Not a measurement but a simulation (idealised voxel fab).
The following process module bears the name voxel ribs on slabs.
Cross-sectional view cut (width: 235 nm; square cell size: 5 nm).
Heads up, the way a cross-section reads in here is a grid of square cells, handed over as bands from the top down, with every band being one or more rows of cells.
Look at the band entry: it leads with the top's height and the bottom's height in nm. Then it lists the materials left to right, with a width in nm for each. The word "everywhere" on a single material says that material fills the band edge to edge. The word "blank" is empty space.
For the purposes of this specification, 0 denotes the height below which the wafer in its as-received condition is composed wholly of one material, and the lowermost band, lacking a lower limit, extends downward without end, as expressed in "0 down".
Think of "30..40" as a width that walks from the first number to the second as you go down the band, top row to bottom row, taking equal-sized steps from row to row.
When a step is marked "no change occurred", none of the cells in the cross-section changed during that step.
Entry "Closed void roster". Content: empty spaces with no open connection to the top, size 8 cells or greater. Each: width x height at distance. Distance: from left edge. Unit: nm.
after a step's settings: what the simulator itself notes on the step
"overlay nm" denotes, for a step that has a mask, the displacement of the mask to the right of its planned place, with negative values corresponding to the left.
INTENDED PROCESS STEPS
1 RECEIVE | material Si
2 DIRECTIONAL_DEP | material SiO2 | thk nm 25
3 DIRECTIONAL_DEP | material polySi | thk nm 20
4 DIRECTIONAL_DEP | material aC | thk nm 10
5 PATTERN | tone cover | mask id RIB | material resist | width nm 30 | thk nm 25 | overlay nm 0
6 DIRECTIONAL_ETCH | etch materials aC | depth nm 10
7 STRIP | etch materials resist
8 DIRECTIONAL_ETCH | etch materials polySi | depth nm 10
9 STRIP | etch materials aC
10 MASKED_ETCH | tone cover | mask id SLAB | width nm 80 | etch materials polySi | depth nm 10 | overlay nm 0
11 FILL_DEP | material SiO2 | thk nm 25
12 CMP | height nm 50
13 DIRECTIONAL_DEP | material TiN | thk nm 5
14 PATTERN | tone cover | mask id HEATER | material resist | width nm 40 | thk nm 15 | overlay nm 0
15 DIRECTIONAL_ETCH | etch materials TiN | depth nm 5
16 STRIP | etch materials resist
17 CONFORMAL_DEP | material SiO2 | thk nm 5
Wafers differ in height nm at step 12; plan lists the first wafer's value; identical starting state.
RECEIVED WAFERS, FIRST OF SEVERAL: CROSS-SECTION AFTER STEP 1
  0 down: Si everywhere
  Closed void roster: none
BELOW: A ROW PER WAFER. CONTENTS AT END OF MODULE: FOR EVERY MATERIAL, CELLS GAINED SINCE RECEIPT (+) OR LOST SINCE RECEIPT (-); THEN CLOSED VOIDS
height nm 50 | +475 SiO2 | +8 TiN | +44 polySi | Closed void roster: none
height nm 55 | +522 SiO2 | +8 TiN | +44 polySi | Closed void roster: none
height nm 60 | +569 SiO2 | +8 TiN | +44 polySi | Closed void roster: none
height nm 65 | +616 SiO2 | +8 TiN | +44 polySi | Closed void roster: none
height nm 70 | +663 SiO2 | +8 TiN | +44 polySi | Closed void roster: none
